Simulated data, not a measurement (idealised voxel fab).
The document below concerns the process module designated voxel local oxidation.
Section shown: cut. Width: 210 nm. Cell size: 5 nm, square.
A cross-section is written here as square cells arranged in a grid, and it is given in bands from the top down, each band taking up one or more rows of cells.
Band: top and bottom heights (nm) first, top before bottom; then materials from left to right, widths in nm. "full width" marks a sole material filling the band edge to edge. "blank" denotes empty space.
We count height from 0. Below that, the starting wafer is all one material. The lowest band never ends at the bottom but goes on down; see "0..down" for how that is written.
The width entry "30..40" should be interpreted row by row: the top row of cells in the band takes the first number, the bottom row takes the second number, and the change between adjacent rows is uniform throughout.
For the purposes of this document, the phrase "changes: none" attached to a step denotes that no cell within the cross-section was modified by that step.
Reported under the label "Entrapped void list" are the empty spaces having no open way to the top and comprising 8 cells or more; the notation for each is width x height at distance, in which the distance is measured from the left edge and all three values are in nm.
Whatever follows a step's settings on its line is a remark the simulator itself makes about that step.
overlay nm: mask offset rightward from planned place, masked step; negative means leftward offset.

[Process steps (planned)]
1) RECEIVE, material Si
2) OXIDIZE, depth nm 5
3) CONFORMAL_DEP, material SiN, thk nm 10
4) MASKED_ETCH, tone cover, mask id ACTIVE, width nm 130, etch materials SiN, depth nm 10, overlay nm 0
5) SELECTIVE_ETCH, etch materials SiO2, depth nm 5
6) OXIDIZE, depth nm 10
7) STRIP, etch materials SiN

[On the first of the two wafers: run conducted according to plan]

[Cross-sectional view of the wafer in its as-received condition, corresponding to the state after step 1]
- 0..down = Si full width
- Entrapped void list: none

[Wafer xsec, post step 2]
- 0..-5 = SiO2 full width
- Unchanged below -5.

[Wafer xsec, post step 3]
- 10..0 = SiN full width
- Unchanged below 0.

[Wafer xsec, post step 4]
- 10..0 = blank=40  SiN=130  blank=40
- Unchanged below 0.

[Wafer xsec, post step 5]
- 10..0 = blank=40  SiN=130  blank=40
- 0..-5 = blank=45  SiO2=120  blank=45
- Unchanged below -5.

[Wafer xsec, post step 6]
- 10..0 = blank=40  SiN=130  blank=40
- 0..-5 = blank=45  SiO2=120  blank=45
- -5..-15 = SiO2=55  Si=100  SiO2=55
- Unchanged below -15.

[Wafer xsec, post step 7]
- 0..-5 = blank=45  SiO2=120  blank=45
- Unchanged below -5.

[Notes, second wafer: start = first wafer's, plan = first wafer's, execution had one mistake; history identical to first through step 6]

[Cross-section of the second wafer when, according to plan, step 7 should have finished]
- 0..-5 = blank=45  SiO2=120  blank=45
- Unchanged below -5.
Nonconformance to the process plan: twice over, step 7 of the plan was run
Final cross-sections of the two wafers are identical, so the mistake has no effect on what this model computes.
